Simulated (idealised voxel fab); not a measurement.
The following process module bears the name voxel transistor to metal.
Square cells of 5 nm make up the cross-section cut, whose width is 215 nm.
Each cross-section below is a grid of square cells, stated as bands in top-down order, with one or more rows of cells making up each band.
Heights first: top, then bottom, in nm. Then materials, left to right, each with a width in nm. "edge to edge" on a single material: fills the band edge to edge. "air": empty space.
Zero point of the height axis is 0; under it, received wafer = one material. Lowest band: continues down indefinitely, "top 0, no bottom".
Top row gets the first number, bottom row gets the second, and each row in between changes by the same step: that is how a band width like "30..40" works.
Given "remained unchanged" for a step, no cell of the cross-section differs between before and after that step.
What "closed voids" gives you is every empty space of 8 cells or more that is cut off from the top. Each appears as width x height at distance, with the distance taken from the left edge and width, height and distance all in nm.
Note: text after step settings on the step line = simulator remark on that step.
A step line may carry the setting "overlay nm", which, for steps involving a mask, states the distance by which the mask lay to the right of its intended position; negative values denote displacement to the left.

### Process steps (planned)
1 RECEIVE (material Si)
2 OXIDIZE (depth nm 5)
3 CONFORMAL_DEP (material SiN; thk nm 10)
4 DIRECTIONAL_DEP (material aC; thk nm 15)
5 PATTERN (tone cover; mask id ACTIVE; material resist; width nm 105; thk nm 30; overlay nm 0)
6 DIRECTIONAL_ETCH (etch materials aC; depth nm 15)
7 STRIP (etch materials resist)
8 DIRECTIONAL_ETCH (etch materials SiN; depth nm 10)
9 DIRECTIONAL_ETCH (etch materials SiO2; depth nm 5)
10 DIRECTIONAL_ETCH (etch materials Si; depth nm 25)
11 STRIP (etch materials aC)
12 FILL_DEP (material SiO2; thk nm 10)
13 CMP (height nm 10)
14 SELECTIVE_ETCH (etch materials SiO2; depth nm 10)
15 STRIP (etch materials SiN)
16 SELECTIVE_ETCH (etch materials SiO2; depth nm 5)
17 OXIDIZE (depth nm 5)
18 DIRECTIONAL_DEP (material polySi; thk nm 25)
19 DIRECTIONAL_DEP (material SiCN; thk nm 15)
20 PATTERN (tone cover; mask id GATE; material resist; width nm 35; thk nm 15; overlay nm 0)
21 DIRECTIONAL_ETCH (etch materials SiCN; depth nm 25)
22 DIRECTIONAL_ETCH (etch materials polySi; depth nm 35)
23 STRIP (etch materials resist)
24 CONFORMAL_DEP (material SiO2; thk nm 5)
25 DIRECTIONAL_ETCH (etch materials SiO2; depth nm 5)
26 CONFORMAL_DEP (material SiN; thk nm 5)
27 DIRECTIONAL_ETCH (etch materials SiN; depth nm 5)
28 DIRECTIONAL_ETCH (etch materials SiO2; depth nm 5)
29 EPI (material pSi; thk nm 5)
30 FILL_DEP (material SiO2; thk nm 10)
31 CMP (height nm 20)
32 STRIP (etch materials polySi)
33 SELECTIVE_ETCH (etch materials SiO2; depth nm 5)
34 CONFORMAL_DEP (material HfO2; thk nm 5)
35 CONFORMAL_DEP (material TiN; thk nm 5)
36 FILL_DEP (material W; thk nm 10)
37 CMP (height nm 15)
38 DIRECTIONAL_DEP (material SiO2; thk nm 15)
39 MASKED_ETCH (tone open; mask id CONTACT; width nm 15; pitch nm 80; etch materials SiO2; depth nm 35; overlay nm 0)
40 CONFORMAL_DEP (material TiN; thk nm 5)
41 FILL_DEP (material W; thk nm 5)
42 CMP (height nm 30)
43 CONFORMAL_DEP (material SiCN; thk nm 5)
44 DIRECTIONAL_DEP (material SiO2; thk nm 20)
45 PATTERN (tone open; mask id METAL_1; material resist; width nm 15; pitch nm 80; thk nm 15; overlay nm 0)
46 DIRECTIONAL_ETCH (etch materials SiO2; depth nm 20)
47 DIRECTIONAL_ETCH (etch materials SiCN; depth nm 5)
48 STRIP (etch materials resist)
49 CONFORMAL_DEP (material TiN; thk nm 5)
50 FILL_DEP (material Cu; thk nm 10)
51 CMP (height nm 55)
52 EPI (material Ru; thk nm 5)
53 FILL_DEP (material SiCN; thk nm 5)
varied across the wafers: width nm of step 5. The plan shows the first wafer's value. All wafers start alike

### The first of several wafers in cross-section, exactly as it reached us after step 1
  top 0, no bottom | Si edge to edge
  closed voids: none

### At the end of the module, after its last step, step 53, the first of several wafers appears in cross-section as follows
  top 65, bottom 60 | SiCN edge to edge
  top 60, bottom 55 | SiCN 55 | Ru 25 | SiCN 55 | Ru 25 | SiCN 55
  top 55, bottom 35 | SiO2 60 | TiN 5 | Cu 5 | TiN 5 | SiO2 65 | TiN 5 | Cu 5 | TiN 5 | SiO2 60
  top 35, bottom 30 | SiCN 60 | TiN 15 | SiCN 65 | TiN 15 | SiCN 60
  top 30, bottom 15 | SiO2 60 | TiN 5 | W 5 | TiN 5 | SiO2 65 | TiN 5 | W 5 | TiN 5 | SiO2 60
  top 15, bottom 0 | SiO2 60 | TiN 5 | W 5 | TiN 5 | SiO2 5 | SiN 5 | HfO2 5 | TiN 5 | W 25 | TiN 5 | HfO2 5 | SiN 5 | SiO2 5 | TiN 5 | W 5 | TiN 5 | SiO2 60
  top 0, bottom -5 | SiO2 60 | TiN 15 | SiO2 5 | SiN 5 | HfO2 5 | TiN 35 | HfO2 5 | SiN 5 | SiO2 5 | TiN 15 | SiO2 60
  top -5, bottom -10 | SiO2 50 | pSi 30 | SiO2 5 | HfO2 45 | SiO2 5 | pSi 30 | SiO2 50
  top -10, bottom -30 | SiO2 55 | Si 105 | SiO2 55
  top -30, no bottom | Si edge to edge
  closed voids: none

### Cross-section, module end, final of several wafers
  top 65, bottom 60 | SiCN edge to edge
  top 60, bottom 55 | SiCN 55 | Ru 25 | SiCN 55 | Ru 25 | SiCN 55
  top 55, bottom 35 | SiO2 60 | TiN 5 | Cu 5 | TiN 5 | SiO2 65 | TiN 5 | Cu 5 | TiN 5 | SiO2 60
  top 35, bottom 30 | SiCN 60 | TiN 15 | SiCN 65 | TiN 15 | SiCN 60
  top 30, bottom 15 | SiO2 60 | TiN 5 | W 5 | TiN 5 | SiO2 65 | TiN 5 | W 5 | TiN 5 | SiO2 60
  top 15, bottom 0 | SiO2 60 | TiN 5 | W 5 | TiN 5 | SiO2 5 | SiN 5 | HfO2 5 | TiN 5 | W 25 | TiN 5 | HfO2 5 | SiN 5 | SiO2 5 | TiN 5 | W 5 | TiN 5 | SiO2 60
  top 0, bottom -5 | SiO2 60 | TiN 15 | SiO2 5 | SiN 5 | HfO2 5 | TiN 35 | HfO2 5 | SiN 5 | SiO2 5 | TiN 15 | SiO2 60
  top -5, bottom -10 | SiO2 40 | pSi 40 | SiO2 5 | HfO2 45 | SiO2 5 | pSi 45 | SiO2 35
  top -10, bottom -30 | SiO2 45 | Si 130 | SiO2 40
  top -30, no bottom | Si edge to edge
  closed voids: none

### The table below has one row for each wafer; a row shows, as of the end of the module, how many cells of each material the wafer has gained, marked (+), or lost, marked (-), since it was received, and then the wafer's closed voids
width nm 105, +8 Cu, +17 HfO2, +10 Ru, -174 Si, +113 SiCN, +8 SiN, +473 SiO2, +65 TiN, +27 W, +12 pSi, closed voids: none
width nm 110, +8 Cu, +17 HfO2, +10 Ru, -170 Si, +113 SiCN, +8 SiN, +468 SiO2, +65 TiN, +27 W, +13 pSi, closed voids: none
width nm 115, +8 Cu, +17 HfO2, +10 Ru, -166 Si, +113 SiCN, +8 SiN, +463 SiO2, +65 TiN, +27 W, +14 pSi, closed voids: none
width nm 120, +8 Cu, +17 HfO2, +10 Ru, -162 Si, +113 SiCN, +8 SiN, +458 SiO2, +65 TiN, +27 W, +15 pSi, closed voids: none
width nm 125, +8 Cu, +17 HfO2, +10 Ru, -158 Si, +113 SiCN, +8 SiN, +453 SiO2, +65 TiN, +27 W, +16 pSi, closed voids: none
width nm 130, +8 Cu, +17 HfO2, +10 Ru, -154 Si, +113 SiCN, +8 SiN, +448 SiO2, +65 TiN, +27 W, +17 pSi, closed voids: none
